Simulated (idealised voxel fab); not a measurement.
Process module heading - voxel double patterning
The width of the displayed cross-section, cut, is 245 nm; its cells are square, with a size of 5 nm.
Bands, listed from the top down, are how a cross-section gets written in this document; the cross-section itself is a grid of square cells, and a band is one or more rows of them.
Top height, bottom height, nm. Materials left to right, width each, nm. Single material + "full width" = fills band edge to edge. "empty" = empty.
Heights are measured from 0, the level below which the as-received wafer is all one material; the lowest band has no bottom and continues downward, written as in "0 and below".
With a width like "30->40", each row of cells in the band differs from the next by the same amount, the top row carrying the first number and the bottom row the second.
Step note "no modifications" = no cross-section cell changed.
Entry "Enclosed internal cavities" = empty spaces >= 8 cells with no open way to the top; each as width x height at distance, distance from left edge, all nm.
after a step's settings: what the simulator itself notes on the step
overlay nm: right-of-plan distance of the mask on a masked step; negative values mean left-of-plan.

**Process steps - plan**
1) RECEIVE with material Si
2) CONFORMAL_DEP with material SiO2, thk nm 10
3) DIRECTIONAL_DEP with material W, thk nm 10
4) DIRECTIONAL_DEP with material SiN, thk nm 10
5) DIRECTIONAL_DEP with material aC, thk nm 10
6) PATTERN with tone open, mask id FIRST, material resist, width nm 15, pitch nm 50, thk nm 25, overlay nm 0
7) DIRECTIONAL_ETCH with etch materials aC, depth nm 10
8) STRIP with etch materials resist
9) DIRECTIONAL_ETCH with etch materials SiN, depth nm 10
10) STRIP with etch materials aC
11) MASKED_ETCH with tone open, mask id SECOND, width nm 15, etch materials SiN, depth nm 10, overlay nm 0
12) DIRECTIONAL_ETCH with etch materials W, depth nm 10
13) STRIP with etch materials SiN

**As-received state of the wafer in cross-section, equivalent to post-step 1**
> 0 and below = Si full width
> Enclosed internal cavities: none

**As-planned run: cross-section of the first of two wafers at end of module**
> 20 down to 10 = 90 nm W / 15 nm empty / 10 nm W / 15 nm empty / 10 nm W / 15 nm empty / 90 nm W
> 10 down to 0 = SiO2 full width
> 0 and below = Si full width
> Enclosed internal cavities: none

**Here is the second of the two wafers cut open at the end of the module - same start, same plan as the first one, but we made one mistake running it**
> 20 down to 10 = 95 nm W / 15 nm empty / 5 nm W / 15 nm empty / 15 nm W / 15 nm empty / 85 nm W
> 10 down to 0 = SiO2 full width
> 0 and below = Si full width
> Enclosed internal cavities: none
Deviation from plan: step 6: run off-plan, actual operation and settings PATTERN with tone open, mask id FIRST, material resist, width nm 15, pitch nm 50, thk nm 25, overlay nm 5
Final wafers compared: equal cell tally per material, rearranged layout.
